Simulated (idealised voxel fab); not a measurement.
Process module in this document: voxel released beams
Square cells of 5 nm make up the cross-section cut, whose width is 190 nm.
Heads up, the way a cross-section reads in here is a grid of square cells, handed over as bands from the top down, with every band being one or more rows of cells.
Look at the band entry: it leads with the top's height and the bottom's height in nm. Then it lists the materials left to right, with a width in nm for each. The word "throughout" on a single material says that material fills the band edge to edge. The word "blank" is empty space.
The level at which height equals 0 is the one under which the wafer, as it arrives, is entirely one material. No lower edge exists for the bottom band, which continues downward and is notated as in "from 0 down".
A two-number width, for instance "30 to 40", indicates that the width is equal to the first number in the top row of the band and to the second number in the bottom row, and that it changes by a constant amount per row of cells.
You'll sometimes find "no modification" written for a step, and that's the way of saying that nowhere in the cross-section did a cell change during that step.
The entry "Closed void list" lists the empty spaces that cover at least 8 cells and have no open path to the top. Each is written as width x height at distance, where the distance is measured from the left edge and all three values are in nm.
On each step's line, the part that comes after the settings is the simulator's own comment on the step.
overlay nm: on a step with a mask, how far right of its planned place the mask lay; negative means left.
Process steps - plan
| 1 | RECEIVE (material Si) |
| 2 | CONFORMAL_DEP (material SiN; thk nm 5) |
| 3 | DIRECTIONAL_DEP (material SiO2; thk nm 20) |
| 4 | PATTERN (tone open; mask id ANCHOR; material resist; width nm 45; thk nm 15; overlay nm 0) |
| 5 | DIRECTIONAL_ETCH (etch materials SiO2; depth nm 20) |
| 6 | STRIP (etch materials resist) |
| 7 | CONFORMAL_DEP (material TiN; thk nm 15) |
| 8 | PATTERN (tone cover; mask id BEAM; material resist; width nm 130; thk nm 15; overlay nm 0) |
| 9 | DIRECTIONAL_ETCH (etch materials TiN; depth nm 15) |
| 10 | STRIP (etch materials resist) |
| 11 | STRIP (etch materials SiO2) |
The cross-section here shows the wafer as received, i.e. in its state after step 1
> from 0 down: Si throughout
> Closed void list: none
Cross-section, first of two wafers, end of module, run as planned
> from 40 to 25: 25 of blank; 20 of TiN; 15 of blank; 95 of TiN; 35 of blank
> from 25 to 20: 30 of blank; 15 of TiN; 15 of blank; 15 of TiN; 115 of blank
> from 20 to 5: 30 of blank; 45 of TiN; 115 of blank
> from 5 to 0: SiN throughout
> from 0 down: Si throughout
> Closed void list: none
Cross-sectional view: second of two wafers, end of module; start and plan identical to the first, one mistake in running
> from 40 to 25: 25 of blank; 65 of TiN; 100 of blank
> from 25 to 20: 15 of blank; 15 of TiN; 45 of SiO2; 15 of TiN; 100 of blank
> from 20 to 5: 15 of blank; 15 of TiN; 45 of SiO2; 80 of TiN; 35 of blank
> from 5 to 0: SiN throughout
> from 0 down: Si throughout
> Closed void list: none
Where did the run depart from the plan? the process deviated at step 4: the operation and settings actually run there were PATTERN (tone cover; mask id ANCHOR; material resist; width nm 45; thk nm 15; overlay nm 0)
At the finish, the second wafer shows more or fewer cells for some materials than the first does: +36 SiO2
